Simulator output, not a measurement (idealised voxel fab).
process module | voxel gate over fins
cross-section cut | 240 nm wide | cells 5 nm
A cross-section is a grid of square cells, given in bands from the top down. A band is one or more rows of cells.
Each band's line starts with the height of the band's top and of its bottom, in nm. Then come its materials from left to right, each with its width in nm. One material with "throughout" fills the band from edge to edge. "air" is empty space.
Height 0 is the level under which the wafer as received is all one material. The lowest band goes on downwards, as in "0 down".
A width such as "30 to 40" changes by the same amount from each row of cells to the next, from the band's top row to its bottom row.
"no change" after a step means that no cell of the cross-section changed.
closed voids: empty space of 8 cells or more with no open way to the top, each as width x height at its distance from the left edge, in nm
after a step's settings: what the simulator itself notes on the step
overlay nm, on a step with a mask: how far to the right of its planned place the mask lay; to the left if negative
plan
1 op RECEIVE | material Si
2 op CONFORMAL_DEP | material SiN | thk nm 10
3 op MASKED_ETCH | tone cover | mask id FINS | width nm 15 | pitch nm 50 | etch materials SiN | depth nm 10 | overlay nm 0
4 op MASKED_ETCH | tone cover | mask id FINS | width nm 15 | pitch nm 50 | etch materials Si | depth nm 40 | overlay nm 0
5 op FILL_DEP | material SiO2 | thk nm 5
6 op CMP | height nm 10
7 op MASKED_ETCH | tone open | mask id RAIL | width nm 15 | etch materials SiO2 | depth nm 45 | overlay nm 0
8 op CONFORMAL_DEP | material TiN | thk nm 5
9 op FILL_DEP | material Ru | thk nm 5
10 op CMP | height nm 10
11 op SELECTIVE_ETCH | etch materials W Ru TiN | depth nm 30
12 op FILL_DEP | material SiO2 | thk nm 5
13 op CMP | height nm 10
14 op SELECTIVE_ETCH | etch materials SiO2 | depth nm 20
15 op STRIP | etch materials SiN
16 op CONFORMAL_DEP | material HfO2 | thk nm 5
17 op CONFORMAL_DEP | material TiN | thk nm 5
18 op FILL_DEP | material W | thk nm 15
19 op CMP | height nm 20
20 op CONFORMAL_DEP | material SiN | thk nm 10
first wafer, as planned
as received, after step 1
  0 down: Si throughout
  closed voids: none
after step 2
  10 to 0: SiN throughout
  below 0: unchanged
after step 3
  10 to 0: air 60 | SiN 15 | air 35 | SiN 15 | air 35 | SiN 15 | air 65
  below 0: unchanged
after step 4
  10 to 0: air 60 | SiN 15 | air 35 | SiN 15 | air 35 | SiN 15 | air 65
  0 to -40: air 60 | Si 15 | air 35 | Si 15 | air 35 | Si 15 | air 65
  below -40: unchanged
after step 5
  15 to 10: SiO2 throughout
  10 to 0: SiO2 60 | SiN 15 | SiO2 35 | SiN 15 | SiO2 35 | SiN 15 | SiO2 65
  0 to -40: SiO2 60 | Si 15 | SiO2 35 | Si 15 | SiO2 35 | Si 15 | SiO2 65
  below -40: unchanged
after step 6
  10 to 0: SiO2 60 | SiN 15 | SiO2 35 | SiN 15 | SiO2 35 | SiN 15 | SiO2 65
  below 0: unchanged
after step 7
  10 to 0: SiO2 60 | SiN 15 | SiO2 10 | air 15 | SiO2 10 | SiN 15 | SiO2 35 | SiN 15 | SiO2 65
  0 to -35: SiO2 60 | Si 15 | SiO2 10 | air 15 | SiO2 10 | Si 15 | SiO2 35 | Si 15 | SiO2 65
  below -35: unchanged
after step 8
  15 to 10: TiN 90 | air 5 | TiN 145
  10 to 0: SiO2 60 | SiN 15 | SiO2 10 | TiN 5 | air 5 | TiN 5 | SiO2 10 | SiN 15 | SiO2 35 | SiN 15 | SiO2 65
  0 to -30: SiO2 60 | Si 15 | SiO2 10 | TiN 5 | air 5 | TiN 5 | SiO2 10 | Si 15 | SiO2 35 | Si 15 | SiO2 65
  -30 to -35: SiO2 60 | Si 15 | SiO2 10 | TiN 15 | SiO2 10 | Si 15 | SiO2 35 | Si 15 | SiO2 65
  below -35: unchanged
after step 9
  20 to 15: Ru throughout
  15 to 10: TiN 90 | Ru 5 | TiN 145
  10 to 0: SiO2 60 | SiN 15 | SiO2 10 | TiN 5 | Ru 5 | TiN 5 | SiO2 10 | SiN 15 | SiO2 35 | SiN 15 | SiO2 65
  0 to -30: SiO2 60 | Si 15 | SiO2 10 | TiN 5 | Ru 5 | TiN 5 | SiO2 10 | Si 15 | SiO2 35 | Si 15 | SiO2 65
  below -30: unchanged
after step 10
  10 to 0: SiO2 60 | SiN 15 | SiO2 10 | TiN 5 | Ru 5 | TiN 5 | SiO2 10 | SiN 15 | SiO2 35 | SiN 15 | SiO2 65
  below 0: unchanged
after step 11
  10 to 0: SiO2 60 | SiN 15 | SiO2 10 | air 15 | SiO2 10 | SiN 15 | SiO2 35 | SiN 15 | SiO2 65
  0 to -20: SiO2 60 | Si 15 | SiO2 10 | air 15 | SiO2 10 | Si 15 | SiO2 35 | Si 15 | SiO2 65
  below -20: unchanged
after step 12
  15 to 10: SiO2 throughout
  10 to 0: SiO2 60 | SiN 15 | SiO2 35 | SiN 15 | SiO2 35 | SiN 15 | SiO2 65
  0 to -20: SiO2 60 | Si 15 | SiO2 35 | Si 15 | SiO2 35 | Si 15 | SiO2 65
  below -20: unchanged
after step 13
  10 to 0: SiO2 60 | SiN 15 | SiO2 35 | SiN 15 | SiO2 35 | SiN 15 | SiO2 65
  below 0: unchanged
after step 14
  10 to 0: air 60 | SiN 15 | air 35 | SiN 15 | air 35 | SiN 15 | air 65
  0 to -10: air 60 | Si 15 | air 35 | Si 15 | air 35 | Si 15 | air 65
  below -10: unchanged
after step 15
  0 to -10: air 60 | Si 15 | air 35 | Si 15 | air 35 | Si 15 | air 65
  below -10: unchanged
after step 16
  5 to 0: air 55 | HfO2 25 | air 25 | HfO2 25 | air 25 | HfO2 25 | air 60
  0 to -5: air 55 | HfO2 5 | Si 15 | HfO2 5 | air 25 | HfO2 5 | Si 15 | HfO2 5 | air 25 | HfO2 5 | Si 15 | HfO2 5 | air 60
  -5 to -10: HfO2 60 | Si 15 | HfO2 35 | Si 15 | HfO2 35 | Si 15 | HfO2 65
  below -10: unchanged
after step 17
  10 to 5: air 50 | TiN 35 | air 15 | TiN 35 | air 15 | TiN 35 | air 55
  5 to 0: air 50 | TiN 5 | HfO2 25 | TiN 5 | air 15 | TiN 5 | HfO2 25 | TiN 5 | air 15 | TiN 5 | HfO2 25 | TiN 5 | air 55
  0 to -5: TiN 55 | HfO2 5 | Si 15 | HfO2 5 | TiN 25 | HfO2 5 | Si 15 | HfO2 5 | TiN 25 | HfO2 5 | Si 15 | HfO2 5 | TiN 60
  below -5: unchanged
after step 18
  25 to 10: W throughout
  10 to 5: W 50 | TiN 35 | W 15 | TiN 35 | W 15 | TiN 35 | W 55
  5 to 0: W 50 | TiN 5 | HfO2 25 | TiN 5 | W 15 | TiN 5 | HfO2 25 | TiN 5 | W 15 | TiN 5 | HfO2 25 | TiN 5 | W 55
  below 0: unchanged
after step 19
  20 to 10: W throughout
  below 10: unchanged
after step 20
  30 to 20: SiN throughout
  below 20: unchanged
second wafer: like start, like plan, one mistake. Through step 6 it matches the first wafer
when step 7 should have ended
  10 to 0: SiO2 60 | SiN 15 | SiO2 5 | air 25 | SiO2 5 | SiN 15 | SiO2 35 | SiN 15 | SiO2 65
  0 to -35: SiO2 60 | Si 15 | SiO2 5 | air 25 | SiO2 5 | Si 15 | SiO2 35 | Si 15 | SiO2 65
  below -35: unchanged
when step 8 should have ended
  15 to 10: TiN 85 | air 15 | TiN 140
  10 to 0: SiO2 60 | SiN 15 | SiO2 5 | TiN 5 | air 15 | TiN 5 | SiO2 5 | SiN 15 | SiO2 35 | SiN 15 | SiO2 65
  0 to -30: SiO2 60 | Si 15 | SiO2 5 | TiN 5 | air 15 | TiN 5 | SiO2 5 | Si 15 | SiO2 35 | Si 15 | SiO2 65
  -30 to -35: SiO2 60 | Si 15 | SiO2 5 | TiN 25 | SiO2 5 | Si 15 | SiO2 35 | Si 15 | SiO2 65
  below -35: unchanged
when step 9 should have ended
  20 to 15: Ru throughout
  15 to 10: TiN 85 | Ru 15 | TiN 140
  10 to 0: SiO2 60 | SiN 15 | SiO2 5 | TiN 5 | Ru 15 | TiN 5 | SiO2 5 | SiN 15 | SiO2 35 | SiN 15 | SiO2 65
  0 to -30: SiO2 60 | Si 15 | SiO2 5 | TiN 5 | Ru 15 | TiN 5 | SiO2 5 | Si 15 | SiO2 35 | Si 15 | SiO2 65
  below -30: unchanged
when step 10 should have ended
  10 to 0: SiO2 60 | SiN 15 | SiO2 5 | TiN 5 | Ru 15 | TiN 5 | SiO2 5 | SiN 15 | SiO2 35 | SiN 15 | SiO2 65
  below 0: unchanged
when step 11 should have ended
  10 to 0: SiO2 60 | SiN 15 | SiO2 5 | air 25 | SiO2 5 | SiN 15 | SiO2 35 | SiN 15 | SiO2 65
  0 to -20: SiO2 60 | Si 15 | SiO2 5 | air 25 | SiO2 5 | Si 15 | SiO2 35 | Si 15 | SiO2 65
  below -20: unchanged
when step 12 should have ended
  15 to 10: SiO2 throughout
  10 to 0: SiO2 60 | SiN 15 | SiO2 35 | SiN 15 | SiO2 35 | SiN 15 | SiO2 65
  0 to -20: SiO2 60 | Si 15 | SiO2 35 | Si 15 | SiO2 35 | Si 15 | SiO2 65
  below -20: unchanged
when step 13 should have ended
  10 to 0: SiO2 60 | SiN 15 | SiO2 35 | SiN 15 | SiO2 35 | SiN 15 | SiO2 65
  below 0: unchanged
when step 14 should have ended
  10 to 0: air 60 | SiN 15 | air 35 | SiN 15 | air 35 | SiN 15 | air 65
  0 to -10: air 60 | Si 15 | air 35 | Si 15 | air 35 | Si 15 | air 65
  below -10: unchanged
when step 15 should have ended
  0 to -10: air 60 | Si 15 | air 35 | Si 15 | air 35 | Si 15 | air 65
  below -10: unchanged
when step 16 should have ended
  5 to 0: air 55 | HfO2 25 | air 25 | HfO2 25 | air 25 | HfO2 25 | air 60
  0 to -5: air 55 | HfO2 5 | Si 15 | HfO2 5 | air 25 | HfO2 5 | Si 15 | HfO2 5 | air 25 | HfO2 5 | Si 15 | HfO2 5 | air 60
  -5 to -10: HfO2 60 | Si 15 | HfO2 35 | Si 15 | HfO2 35 | Si 15 | HfO2 65
  below -10: unchanged
when step 17 should have ended
  10 to 5: air 50 | TiN 35 | air 15 | TiN 35 | air 15 | TiN 35 | air 55
  5 to 0: air 50 | TiN 5 | HfO2 25 | TiN 5 | air 15 | TiN 5 | HfO2 25 | TiN 5 | air 15 | TiN 5 | HfO2 25 | TiN 5 | air 55
  0 to -5: TiN 55 | HfO2 5 | Si 15 | HfO2 5 | TiN 25 | HfO2 5 | Si 15 | HfO2 5 | TiN 25 | HfO2 5 | Si 15 | HfO2 5 | TiN 60
  below -5: unchanged
when step 18 should have ended
  25 to 10: W throughout
  10 to 5: W 50 | TiN 35 | W 15 | TiN 35 | W 15 | TiN 35 | W 55
  5 to 0: W 50 | TiN 5 | HfO2 25 | TiN 5 | W 15 | TiN 5 | HfO2 25 | TiN 5 | W 15 | TiN 5 | HfO2 25 | TiN 5 | W 55
  below 0: unchanged
when step 19 should have ended
  20 to 10: W throughout
  below 10: unchanged
when step 20 should have ended
  30 to 20: SiN throughout
  below 20: unchanged
what went wrong: step 7 ran as: op MASKED_ETCH | tone open | mask id RAIL | width nm 25 | etch materials SiO2 | depth nm 45 | overlay nm 0
at the end the second wafer has, in cells: 4 more of Ru | 6 fewer of SiO2 | 2 more of TiN
